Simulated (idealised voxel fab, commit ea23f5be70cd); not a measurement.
process module | voxel self aligned vias
cross-section cut | 190 nm wide | cells 5 nm
A cross-section is a grid of square cells, given in bands from the top down. A band is one or more rows of cells.
Each band's line starts with the height of the band's top and of its bottom, in nm. Then come its materials from left to right, each with its width in nm. One material with "throughout" fills the band from edge to edge. "air" is empty space.
Height 0 is the level under which the wafer as received is all one material. The lowest band goes on downwards, as in "0 down".
A width such as "30 to 40" changes by the same amount from each row of cells to the next, from the band's top row to its bottom row.
"no change" after a step means that no cell of the cross-section changed.
closed voids: empty space of 8 cells or more with no open way to the top, each as width x height at its distance from the left edge, in nm
after a step's settings: what the simulator itself notes on the step
overlay nm, on a step with a mask: how far to the right of its planned place the mask lay; to the left if negative
plan
1 op RECEIVE | material Si
2 op CONFORMAL_DEP | material SiO2 | thk nm 10
3 op CONFORMAL_DEP | material SiCN | thk nm 5
4 op DIRECTIONAL_DEP | material lowk | thk nm 20
5 op PATTERN | tone open | mask id LINES | material resist | width nm 20 | pitch nm 55 | thk nm 20 | overlay nm 0
6 op DIRECTIONAL_ETCH | etch materials lowk | depth nm 20
7 op STRIP | etch materials resist
8 op CONFORMAL_DEP | material TiN | thk nm 5
9 op FILL_DEP | material W | thk nm 10
10 op CMP | height nm 35
11 op SELECTIVE_ETCH | etch materials W Ru TiN | depth nm 10
12 op FILL_DEP | material SiN | thk nm 10
13 op CMP | height nm 35
14 op DIRECTIONAL_DEP | material lowk | thk nm 15
15 op DIRECTIONAL_DEP | material aC | thk nm 15
16 op PATTERN | tone open | mask id VIAS | material resist | width nm 30 | pitch nm 55 | thk nm 30 | overlay nm 0
17 op DIRECTIONAL_ETCH | etch materials aC | depth nm 15
18 op STRIP | etch materials resist
19 op DIRECTIONAL_ETCH | etch materials lowk | depth nm 15
20 op DIRECTIONAL_ETCH | etch materials SiN | depth nm 10
21 op STRIP | etch materials aC
22 op CONFORMAL_DEP | material TiN | thk nm 5
23 op FILL_DEP | material W | thk nm 10
24 op CMP | height nm 50
25 op CONFORMAL_DEP | material SiCN | thk nm 5
first wafer, as planned
as received, after step 1
  0 down: Si throughout
  closed voids: none
after step 2
  10 to 0: SiO2 throughout
  below 0: unchanged
after step 3
  15 to 10: SiCN throughout
  below 10: unchanged
after step 4
  35 to 15: lowk throughout
  below 15: unchanged
after step 5
  55 to 35: resist 30 | air 20 | resist 35 | air 20 | resist 35 | air 20 | resist 30
  below 35: unchanged
after step 6
  55 to 35: resist 30 | air 20 | resist 35 | air 20 | resist 35 | air 20 | resist 30
  35 to 15: lowk 30 | air 20 | lowk 35 | air 20 | lowk 35 | air 20 | lowk 30
  below 15: unchanged
after step 7
  35 to 15: lowk 30 | air 20 | lowk 35 | air 20 | lowk 35 | air 20 | lowk 30
  below 15: unchanged
after step 8
  40 to 35: TiN 35 | air 10 | TiN 45 | air 10 | TiN 45 | air 10 | TiN 35
  35 to 20: lowk 30 | TiN 5 | air 10 | TiN 5 | lowk 35 | TiN 5 | air 10 | TiN 5 | lowk 35 | TiN 5 | air 10 | TiN 5 | lowk 30
  20 to 15: lowk 30 | TiN 20 | lowk 35 | TiN 20 | lowk 35 | TiN 20 | lowk 30
  below 15: unchanged
after step 9
  50 to 40: W throughout
  40 to 35: TiN 35 | W 10 | TiN 45 | W 10 | TiN 45 | W 10 | TiN 35
  35 to 20: lowk 30 | TiN 5 | W 10 | TiN 5 | lowk 35 | TiN 5 | W 10 | TiN 5 | lowk 35 | TiN 5 | W 10 | TiN 5 | lowk 30
  below 20: unchanged
after step 10
  35 to 20: lowk 30 | TiN 5 | W 10 | TiN 5 | lowk 35 | TiN 5 | W 10 | TiN 5 | lowk 35 | TiN 5 | W 10 | TiN 5 | lowk 30
  below 20: unchanged
after step 11
  35 to 25: lowk 30 | air 20 | lowk 35 | air 20 | lowk 35 | air 20 | lowk 30
  below 25: unchanged
after step 12
  45 to 35: SiN throughout
  35 to 25: lowk 30 | SiN 20 | lowk 35 | SiN 20 | lowk 35 | SiN 20 | lowk 30
  below 25: unchanged
after step 13
  35 to 25: lowk 30 | SiN 20 | lowk 35 | SiN 20 | lowk 35 | SiN 20 | lowk 30
  below 25: unchanged
after step 14
  50 to 35: lowk throughout
  below 35: unchanged
after step 15
  65 to 50: aC throughout
  below 50: unchanged
after step 16
  95 to 65: resist 25 | air 30 | resist 25 | air 30 | resist 25 | air 30 | resist 25
  below 65: unchanged
after step 17
  80 to 65: resist 25 | air 30 | resist 25 | air 30 | resist 25 | air 30 | resist 25
  65 to 50: aC 25 | air 30 | aC 25 | air 30 | aC 25 | air 30 | aC 25
  below 50: unchanged
after step 18
  65 to 50: aC 25 | air 30 | aC 25 | air 30 | aC 25 | air 30 | aC 25
  below 50: unchanged
after step 19
  65 to 50: aC 25 | air 30 | aC 25 | air 30 | aC 25 | air 30 | aC 25
  50 to 35: lowk 25 | air 30 | lowk 25 | air 30 | lowk 25 | air 30 | lowk 25
  below 35: unchanged
after step 20
  65 to 50: aC 25 | air 30 | aC 25 | air 30 | aC 25 | air 30 | aC 25
  50 to 35: lowk 25 | air 30 | lowk 25 | air 30 | lowk 25 | air 30 | lowk 25
  35 to 25: lowk 30 | air 20 | lowk 35 | air 20 | lowk 35 | air 20 | lowk 30
  below 25: unchanged
after step 21
  50 to 35: lowk 25 | air 30 | lowk 25 | air 30 | lowk 25 | air 30 | lowk 25
  below 35: unchanged
after step 22
  55 to 50: TiN 30 | air 20 | TiN 35 | air 20 | TiN 35 | air 20 | TiN 30
  50 to 40: lowk 25 | TiN 5 | air 20 | TiN 5 | lowk 25 | TiN 5 | air 20 | TiN 5 | lowk 25 | TiN 5 | air 20 | TiN 5 | lowk 25
  40 to 30: lowk 25 to 30 | TiN 10 to 5 | air 10 | TiN 10 to 5 | lowk 25 to 35 | TiN 10 to 5 | air 10 | TiN 10 to 5 | lowk 25 to 35 | TiN 10 to 5 | air 10 | TiN 10 to 5 | lowk 25 to 30
  30 to 25: lowk 30 | TiN 20 | lowk 35 | TiN 20 | lowk 35 | TiN 20 | lowk 30
  below 25: unchanged
after step 23
  65 to 55: W throughout
  55 to 50: TiN 30 | W 20 | TiN 35 | W 20 | TiN 35 | W 20 | TiN 30
  50 to 40: lowk 25 | TiN 5 | W 20 | TiN 5 | lowk 25 | TiN 5 | W 20 | TiN 5 | lowk 25 | TiN 5 | W 20 | TiN 5 | lowk 25
  40 to 30: lowk 25 to 30 | TiN 10 to 5 | W 10 | TiN 10 to 5 | lowk 25 to 35 | TiN 10 to 5 | W 10 | TiN 10 to 5 | lowk 25 to 35 | TiN 10 to 5 | W 10 | TiN 10 to 5 | lowk 25 to 30
  below 30: unchanged
after step 24
  50 to 40: lowk 25 | TiN 5 | W 20 | TiN 5 | lowk 25 | TiN 5 | W 20 | TiN 5 | lowk 25 | TiN 5 | W 20 | TiN 5 | lowk 25
  below 40: unchanged
after step 25
  55 to 50: SiCN throughout
  below 50: unchanged
second wafer: like start, like plan, one mistake. Through step 9 it matches the first wafer
when step 10 should have ended
  30 to 20: lowk 30 | TiN 5 | W 10 | TiN 5 | lowk 35 | TiN 5 | W 10 | TiN 5 | lowk 35 | TiN 5 | W 10 | TiN 5 | lowk 30
  below 20: unchanged
when step 11 should have ended
  30 to 20: lowk 30 | air 20 | lowk 35 | air 20 | lowk 35 | air 20 | lowk 30
  below 20: unchanged
when step 12 should have ended
  40 to 30: SiN throughout
  30 to 20: lowk 30 | SiN 20 | lowk 35 | SiN 20 | lowk 35 | SiN 20 | lowk 30
  below 20: unchanged
when step 13 should have ended
  35 to 30: SiN throughout
  below 30: unchanged
when step 14 should have ended
  50 to 35: lowk throughout
  below 35: unchanged
when step 15 should have ended
  65 to 50: aC throughout
  below 50: unchanged
when step 16 should have ended
  95 to 65: resist 25 | air 30 | resist 25 | air 30 | resist 25 | air 30 | resist 25
  below 65: unchanged
when step 17 should have ended
  80 to 65: resist 25 | air 30 | resist 25 | air 30 | resist 25 | air 30 | resist 25
  65 to 50: aC 25 | air 30 | aC 25 | air 30 | aC 25 | air 30 | aC 25
  below 50: unchanged
when step 18 should have ended
  65 to 50: aC 25 | air 30 | aC 25 | air 30 | aC 25 | air 30 | aC 25
  below 50: unchanged
when step 19 should have ended
  65 to 50: aC 25 | air 30 | aC 25 | air 30 | aC 25 | air 30 | aC 25
  50 to 35: lowk 25 | air 30 | lowk 25 | air 30 | lowk 25 | air 30 | lowk 25
  below 35: unchanged
when step 20 should have ended
  65 to 50: aC 25 | air 30 | aC 25 | air 30 | aC 25 | air 30 | aC 25
  50 to 35: lowk 25 | air 30 | lowk 25 | air 30 | lowk 25 | air 30 | lowk 25
  35 to 30: SiN 25 | air 30 | SiN 25 | air 30 | SiN 25 | air 30 | SiN 25
  30 to 25: lowk 30 | air 20 | lowk 35 | air 20 | lowk 35 | air 20 | lowk 30
  below 25: unchanged
when step 21 should have ended
  50 to 35: lowk 25 | air 30 | lowk 25 | air 30 | lowk 25 | air 30 | lowk 25
  below 35: unchanged
when step 22 should have ended
  55 to 50: TiN 30 | air 20 | TiN 35 | air 20 | TiN 35 | air 20 | TiN 30
  50 to 35: lowk 25 | TiN 5 | air 20 | TiN 5 | lowk 25 | TiN 5 | air 20 | TiN 5 | lowk 25 | TiN 5 | air 20 | TiN 5 | lowk 25
  35 to 30: SiN 25 | TiN 10 | air 10 | TiN 10 | SiN 25 | TiN 10 | air 10 | TiN 10 | SiN 25 | TiN 10 | air 10 | TiN 10 | SiN 25
  30 to 25: lowk 30 | TiN 20 | lowk 35 | TiN 20 | lowk 35 | TiN 20 | lowk 30
  below 25: unchanged
when step 23 should have ended
  65 to 55: W throughout
  55 to 50: TiN 30 | W 20 | TiN 35 | W 20 | TiN 35 | W 20 | TiN 30
  50 to 35: lowk 25 | TiN 5 | W 20 | TiN 5 | lowk 25 | TiN 5 | W 20 | TiN 5 | lowk 25 | TiN 5 | W 20 | TiN 5 | lowk 25
  35 to 30: SiN 25 | TiN 10 | W 10 | TiN 10 | SiN 25 | TiN 10 | W 10 | TiN 10 | SiN 25 | TiN 10 | W 10 | TiN 10 | SiN 25
  below 30: unchanged
when step 24 should have ended
  50 to 35: lowk 25 | TiN 5 | W 20 | TiN 5 | lowk 25 | TiN 5 | W 20 | TiN 5 | lowk 25 | TiN 5 | W 20 | TiN 5 | lowk 25
  below 35: unchanged
when step 25 should have ended
  55 to 50: SiCN throughout
  below 50: unchanged
what went wrong: step 10 ran as: op CMP | height nm 30
at the end the second wafer has, in cells: 32 more of SiN | 6 fewer of TiN | 26 fewer of lowk
